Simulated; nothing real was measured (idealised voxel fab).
Presented below is a process module, voxel ribs on slabs.
We display cut, a cross-section 255 nm in width whose square cells are each 5 nm.
Just so we're on the same page, the cross-sections are grids of square cells, and they're listed out in bands top to bottom, each band one or more rows deep. Band entry format. Leading values: height of top, height of bottom, nm. Remainder: materials in left-to-right order, each with its width in nm. Special words: "throughout" on a single material, which then fills the band edge to edge; "air", empty space. Below 0: as-received wafer, all one material; heights counted from there. Lowest band: no bottom, goes on down, written "0 down". Width: "30 to 40" (first number = top row, second number = bottom row, same change from row to row of cells). What does "nothing was modified" mean for a step? It means no cell of the cross-section changed in that step. "Closed void table" enumerates empty spaces isolated from the top, with no open way to it, that contain at least 8 cells, giving each as width x height at distance from the left edge, all three in nm. If you see something after the settings on a step's line, that's the simulator's own remark about that step. You can add "overlay nm" to a step's line. For a step with a mask, it describes how far the mask lay to the right of its planned position, and a negative number describes a lay to the left.
**Planned process steps**
1 RECEIVE | material Si
2 DIRECTIONAL_DEP | material SiO2 | thk nm 25
3 DIRECTIONAL_DEP | material polySi | thk nm 25
4 MASKED_ETCH | tone cover | mask id RIB | width nm 20 | etch materials polySi | depth nm 5 | overlay nm 0
5 DIRECTIONAL_DEP | material aC | thk nm 15
6 PATTERN | tone cover | mask id SLAB | material resist | width nm 70 | thk nm 30 | overlay nm 0
7 DIRECTIONAL_ETCH | etch materials aC | depth nm 15
8 STRIP | etch materials resist
9 DIRECTIONAL_ETCH | etch materials polySi | depth nm 20
10 STRIP | etch materials aC
11 FILL_DEP | material SiO2 | thk nm 15
12 CMP | height nm 60
13 DIRECTIONAL_DEP | material TiN | thk nm 5
14 MASKED_ETCH | tone cover | mask id HEATER | width nm 20 | etch materials TiN | depth nm 5 | overlay nm 0
15 CONFORMAL_DEP | material SiO2 | thk nm 10
Quick note for whoever runs this: the wafers start identical, but the width nm at step 14 isn't the same across them. The plan just shows what the first wafer had.
**So this is the first of several wafers, cross-sectioned as it came to us, meaning it's at the end of step 1**
0 down  Si throughout
Closed void table: none
**Heads up, this table goes wafer by wafer. A row tells you, at the end of the module, how many cells of each material that wafer has put on (+) or dropped (-) since it was received, and then its closed voids**
width nm 20, +658 SiO2, +4 TiN, +60 polySi, Closed void table: none
width nm 25, +658 SiO2, +5 TiN, +60 polySi, Closed void table: none
width nm 30, +658 SiO2, +6 TiN, +60 polySi, Closed void table: none
width nm 35, +658 SiO2, +7 TiN, +60 polySi, Closed void table: none
width nm 40, +658 SiO2, +8 TiN, +60 polySi, Closed void table: none
width nm 45, +658 SiO2, +9 TiN, +60 polySi, Closed void table: none
